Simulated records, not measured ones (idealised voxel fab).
Presented below is a process module, voxel double patterning.
cross-section cut | 160 nm wide | cells 5 nm
Think of the cross-section as a grid of square cells. We describe it in bands, top to bottom, and each band covers one or more rows of those cells.
Heights first: top, then bottom, in nm. Then materials, left to right, each with a width in nm. "full width" on a single material: fills the band edge to edge. "blank": empty space.
Heights are measured from 0, the level below which the as-received wafer is all one material; the lowest band has no bottom and continues downward, written as in "top 0, no bottom".
A width given as "30 to 40" starts at the first number in the band's top row and ends at the second number in its bottom row, shifting by an equal amount at every step from row to row.
Key: "no change occurred" - step with no changed cell in the cross-section.
Empty spaces counting at least 8 cells and having no open way to the top are listed in "Enclosed void catalog". The notation width x height at distance is used for each, the distance being from the left edge and all three values in nm.
Note: text after step settings on the step line = simulator remark on that step.
overlay nm: mask right of planned place by this much (step with mask). Neg. = left.
HERE'S WHAT THE PLANNED PROCESS STEPS LOOK LIKE
1,RECEIVE with material Si
2,CONFORMAL_DEP with material SiO2, thk nm 10
3,DIRECTIONAL_DEP with material polySi, thk nm 15
4,DIRECTIONAL_DEP with material SiN, thk nm 10
5,PATTERN with tone open, mask id FIRST, material resist, width nm 15, pitch nm 50, thk nm 20, overlay nm 0
6,DIRECTIONAL_ETCH with etch materials SiN, depth nm 10
7,STRIP with etch materials resist
8,MASKED_ETCH with tone open, mask id SECOND, width nm 15, pitch nm 50, etch materials SiN, depth nm 10, overlay nm 0
9,DIRECTIONAL_ETCH with etch materials polySi, depth nm 15
10,STRIP with etch materials SiN
FIRST OF TWO WAFERS, WITH THE RUN CARRIED OUT AS PLANNED
INCOMING WAFER IN CROSS-SECTION (STATE: AFTER STEP 1)
top 0, no bottom  Si full width
Enclosed void catalog: none
AFTER STEP 2, IN CROSS-SECTION
top 10, bottom 0  SiO2 full width
For the remainder of the cross-section, below 0, there is no change.
AFTER STEP 3, IN CROSS-SECTION
top 25, bottom 10  polySi full width
For the remainder of the cross-section, below 10, there is no change.
AFTER STEP 4, IN CROSS-SECTION
top 35, bottom 25  SiN full width
For the remainder of the cross-section, below 25, there is no change.
AFTER STEP 5, IN CROSS-SECTION
top 55, bottom 35  20 of resist; 15 of blank; 35 of resist; 15 of blank; 35 of resist; 15 of blank; 25 of resist
For the remainder of the cross-section, below 35, there is no change.
AFTER STEP 6, IN CROSS-SECTION
top 55, bottom 35  20 of resist; 15 of blank; 35 of resist; 15 of blank; 35 of resist; 15 of blank; 25 of resist
top 35, bottom 25  20 of SiN; 15 of blank; 35 of SiN; 15 of blank; 35 of SiN; 15 of blank; 25 of SiN
For the remainder of the cross-section, below 25, there is no change.
AFTER STEP 7, IN CROSS-SECTION
top 35, bottom 25  20 of SiN; 15 of blank; 35 of SiN; 15 of blank; 35 of SiN; 15 of blank; 25 of SiN
For the remainder of the cross-section, below 25, there is no change.
AFTER STEP 8, IN CROSS-SECTION
top 35, bottom 25  20 of SiN; 15 of blank; 10 of SiN; 15 of blank; 10 of SiN; 15 of blank; 10 of SiN; 15 of blank; 10 of SiN; 15 of blank; 25 of SiN
For the remainder of the cross-section, below 25, there is no change.
AFTER STEP 9, IN CROSS-SECTION
top 35, bottom 25  20 of SiN; 15 of blank; 10 of SiN; 15 of blank; 10 of SiN; 15 of blank; 10 of SiN; 15 of blank; 10 of SiN; 15 of blank; 25 of SiN
top 25, bottom 10  20 of polySi; 15 of blank; 10 of polySi; 15 of blank; 10 of polySi; 15 of blank; 10 of polySi; 15 of blank; 10 of polySi; 15 of blank; 25 of polySi
For the remainder of the cross-section, below 10, there is no change.
AFTER STEP 10, IN CROSS-SECTION
top 25, bottom 10  20 of polySi; 15 of blank; 10 of polySi; 15 of blank; 10 of polySi; 15 of blank; 10 of polySi; 15 of blank; 10 of polySi; 15 of blank; 25 of polySi
For the remainder of the cross-section, below 10, there is no change.
WAFER TWO. SAME START, SAME PLAN, ONE SLIP IN EXECUTION. SAME AS WAFER ONE THROUGH STEP 4, INCLUSIVE
SECOND WAFER, CUT VIEW, END OF STEP 5 PER PLAN
top 55, bottom 35  15 of resist; 25 of blank; 25 of resist; 25 of blank; 25 of resist; 25 of blank; 20 of resist
For the remainder of the cross-section, below 35, there is no change.
SECOND WAFER, CUT VIEW, END OF STEP 6 PER PLAN
top 55, bottom 35  15 of resist; 25 of blank; 25 of resist; 25 of blank; 25 of resist; 25 of blank; 20 of resist
top 35, bottom 25  15 of SiN; 25 of blank; 25 of SiN; 25 of blank; 25 of SiN; 25 of blank; 20 of SiN
For the remainder of the cross-section, below 25, there is no change.
SECOND WAFER, CUT VIEW, END OF STEP 7 PER PLAN
top 35, bottom 25  15 of SiN; 25 of blank; 25 of SiN; 25 of blank; 25 of SiN; 25 of blank; 20 of SiN
For the remainder of the cross-section, below 25, there is no change.
SECOND WAFER, CUT VIEW, END OF STEP 8 PER PLAN
top 35, bottom 25  15 of SiN; 25 of blank; 5 of SiN; 15 of blank; 5 of SiN; 25 of blank; 5 of SiN; 15 of blank; 5 of SiN; 25 of blank; 20 of SiN
For the remainder of the cross-section, below 25, there is no change.
SECOND WAFER, CUT VIEW, END OF STEP 9 PER PLAN
top 35, bottom 25  15 of SiN; 25 of blank; 5 of SiN; 15 of blank; 5 of SiN; 25 of blank; 5 of SiN; 15 of blank; 5 of SiN; 25 of blank; 20 of SiN
top 25, bottom 10  15 of polySi; 25 of blank; 5 of polySi; 15 of blank; 5 of polySi; 25 of blank; 5 of polySi; 15 of blank; 5 of polySi; 25 of blank; 20 of polySi
For the remainder of the cross-section, below 10, there is no change.
SECOND WAFER, CUT VIEW, END OF STEP 10 PER PLAN
top 25, bottom 10  15 of polySi; 25 of blank; 5 of polySi; 15 of blank; 5 of polySi; 25 of blank; 5 of polySi; 15 of blank; 5 of polySi; 25 of blank; 20 of polySi
For the remainder of the cross-section, below 10, there is no change.
Where did the run depart from the plan? step 5, actual vs plan mismatch, actual run PATTERN with tone open, mask id FIRST, material resist, width nm 25, pitch nm 50, thk nm 20, overlay nm 0
Looking at both finished wafers in cells, the second ends up ahead of or behind the first on some materials: polySi: 18 fewer
